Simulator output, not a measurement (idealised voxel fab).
Process module name: voxel double patterning
Section cut is 220 nm wide and gridded with 5 nm square cells.
Heads up, the way a cross-section reads in here is a grid of square cells, handed over as bands from the top down, with every band being one or more rows of cells.
Basically the band line says how high the top is and how high the bottom is, in nm, and then what's in it from left to right, every material with its width in nm. Empty space shows up as "empty", and if a single material carries "edge to edge" it runs the full band edge to edge.
Ref level 0: as-received wafer is one material below here. Bottom band extends down with no lower bound ("z 0 and below").
Width "30->40": first value at the band's top row of cells, second value at its bottom row, equal change from row to row.
Take "remains unaltered" at face value: in the step it is given for, the cross-section changed in none of its cells.
Look at "Enclosed internal voids" for the closed voids: empty spaces with no open path to the top, sized 8 cells or up. Each is width x height at distance, distance from the left edge, all nm.
Heads up: the bit after the settings on a step's line is the simulator's remark on that step.
When a step includes a mask, the "overlay nm" setting on its line states how far to the right of its planned place that mask lay, and negative values state how far to the left.

# Process steps - plan
1: op RECEIVE | material Si
2: op CONFORMAL_DEP | material SiO2 | thk nm 5
3: op DIRECTIONAL_DEP | material TiN | thk nm 10
4: op DIRECTIONAL_DEP | material SiCN | thk nm 5
5: op DIRECTIONAL_DEP | material aC | thk nm 10
6: op PATTERN | tone open | mask id FIRST | material resist | width nm 15 | pitch nm 50 | thk nm 25 | overlay nm 0
7: op DIRECTIONAL_ETCH | etch materials aC | depth nm 10
8: op STRIP | etch materials resist
9: op DIRECTIONAL_ETCH | etch materials SiCN | depth nm 5
10: op STRIP | etch materials aC
11: op MASKED_ETCH | tone open | mask id SECOND | width nm 15 | pitch nm 50 | etch materials SiCN | depth nm 5 | overlay nm 0
12: op DIRECTIONAL_ETCH | etch materials TiN | depth nm 10
13: op STRIP | etch materials SiCN

# So, the first of our two wafers, run just as we planned it

# Here's what the wafer looked like in cross-section when it arrived - that's after step 1
	z 0 and below  Si edge to edge
	Enclosed internal voids: none

# after step 2
	z 5 to 0  SiO2 edge to edge
	Whatever lies below 0 is exactly as it was before.

# after step 3
	z 15 to 5  TiN edge to edge
	Whatever lies below 5 is exactly as it was before.

# after step 4
	z 20 to 15  SiCN edge to edge
	Whatever lies below 15 is exactly as it was before.

# after step 5
	z 30 to 20  aC edge to edge
	Whatever lies below 20 is exactly as it was before.

# after step 6
	z 55 to 30  resist 50, empty 15, resist 35, empty 15, resist 35, empty 15, resist 55
	Whatever lies below 30 is exactly as it was before.

# after step 7
	z 45 to 30  resist 50, empty 15, resist 35, empty 15, resist 35, empty 15, resist 55
	z 30 to 20  aC 50, empty 15, aC 35, empty 15, aC 35, empty 15, aC 55
	Whatever lies below 20 is exactly as it was before.

# after step 8
	z 30 to 20  aC 50, empty 15, aC 35, empty 15, aC 35, empty 15, aC 55
	Whatever lies below 20 is exactly as it was before.

# after step 9
	z 30 to 20  aC 50, empty 15, aC 35, empty 15, aC 35, empty 15, aC 55
	z 20 to 15  SiCN 50, empty 15, SiCN 35, empty 15, SiCN 35, empty 15, SiCN 55
	Whatever lies below 15 is exactly as it was before.

# after step 10
	z 20 to 15  SiCN 50, empty 15, SiCN 35, empty 15, SiCN 35, empty 15, SiCN 55
	Whatever lies below 15 is exactly as it was before.

# after step 11
	z 20 to 15  SiCN 50, empty 15, SiCN 10, empty 15, SiCN 10, empty 15, SiCN 10, empty 15, SiCN 10, empty 15, SiCN 55
	Whatever lies below 15 is exactly as it was before.

# after step 12
	z 20 to 15  SiCN 50, empty 15, SiCN 10, empty 15, SiCN 10, empty 15, SiCN 10, empty 15, SiCN 10, empty 15, SiCN 55
	z 15 to 5  TiN 50, empty 15, TiN 10, empty 15, TiN 10, empty 15, TiN 10, empty 15, TiN 10, empty 15, TiN 55
	Whatever lies below 5 is exactly as it was before.

# after step 13
	z 15 to 5  TiN 50, empty 15, TiN 10, empty 15, TiN 10, empty 15, TiN 10, empty 15, TiN 10, empty 15, TiN 55
	Whatever lies below 5 is exactly as it was before.

# Here the second wafer is described. Its start and its plan were those of the first wafer. Its run contained one mistake. Up to and including step 2, it did exactly what the first wafer did

# Second wafer, cut view, end of step 3 per plan
	z 10 to 5  TiN edge to edge
	Whatever lies below 5 is exactly as it was before.

# Second wafer, cut view, end of step 4 per plan
	z 15 to 10  SiCN edge to edge
	Whatever lies below 10 is exactly as it was before.

# Second wafer, cut view, end of step 5 per plan
	z 25 to 15  aC edge to edge
	Whatever lies below 15 is exactly as it was before.

# Second wafer, cut view, end of step 6 per plan
	z 50 to 25  resist 50, empty 15, resist 35, empty 15, resist 35, empty 15, resist 55
	Whatever lies below 25 is exactly as it was before.

# Second wafer, cut view, end of step 7 per plan
	z 40 to 25  resist 50, empty 15, resist 35, empty 15, resist 35, empty 15, resist 55
	z 25 to 15  aC 50, empty 15, aC 35, empty 15, aC 35, empty 15, aC 55
	Whatever lies below 15 is exactly as it was before.

# Second wafer, cut view, end of step 8 per plan
	z 25 to 15  aC 50, empty 15, aC 35, empty 15, aC 35, empty 15, aC 55
	Whatever lies below 15 is exactly as it was before.

# Second wafer, cut view, end of step 9 per plan
	z 25 to 15  aC 50, empty 15, aC 35, empty 15, aC 35, empty 15, aC 55
	z 15 to 10  SiCN 50, empty 15, SiCN 35, empty 15, SiCN 35, empty 15, SiCN 55
	Whatever lies below 10 is exactly as it was before.

# Second wafer, cut view, end of step 10 per plan
	z 15 to 10  SiCN 50, empty 15, SiCN 35, empty 15, SiCN 35, empty 15, SiCN 55
	Whatever lies below 10 is exactly as it was before.

# Second wafer, cut view, end of step 11 per plan
	z 15 to 10  SiCN 50, empty 15, SiCN 10, empty 15, SiCN 10, empty 15, SiCN 10, empty 15, SiCN 10, empty 15, SiCN 55
	Whatever lies below 10 is exactly as it was before.

# Second wafer, cut view, end of step 12 per plan
	z 15 to 10  SiCN 50, empty 15, SiCN 10, empty 15, SiCN 10, empty 15, SiCN 10, empty 15, SiCN 10, empty 15, SiCN 55
	z 10 to 5  TiN 50, empty 15, TiN 10, empty 15, TiN 10, empty 15, TiN 10, empty 15, TiN 10, empty 15, TiN 55
	Whatever lies below 5 is exactly as it was before.

# Second wafer, cut view, end of step 13 per plan
	z 10 to 5  TiN 50, empty 15, TiN 10, empty 15, TiN 10, empty 15, TiN 10, empty 15, TiN 10, empty 15, TiN 55
	Whatever lies below 5 is exactly as it was before.
Misprocessing identified: for step 3, the planned setting was not used; the step was instead run as op DIRECTIONAL_DEP | material TiN | thk nm 5
End of process, cell counts, second wafer against first, materials with more or fewer: -29 TiN
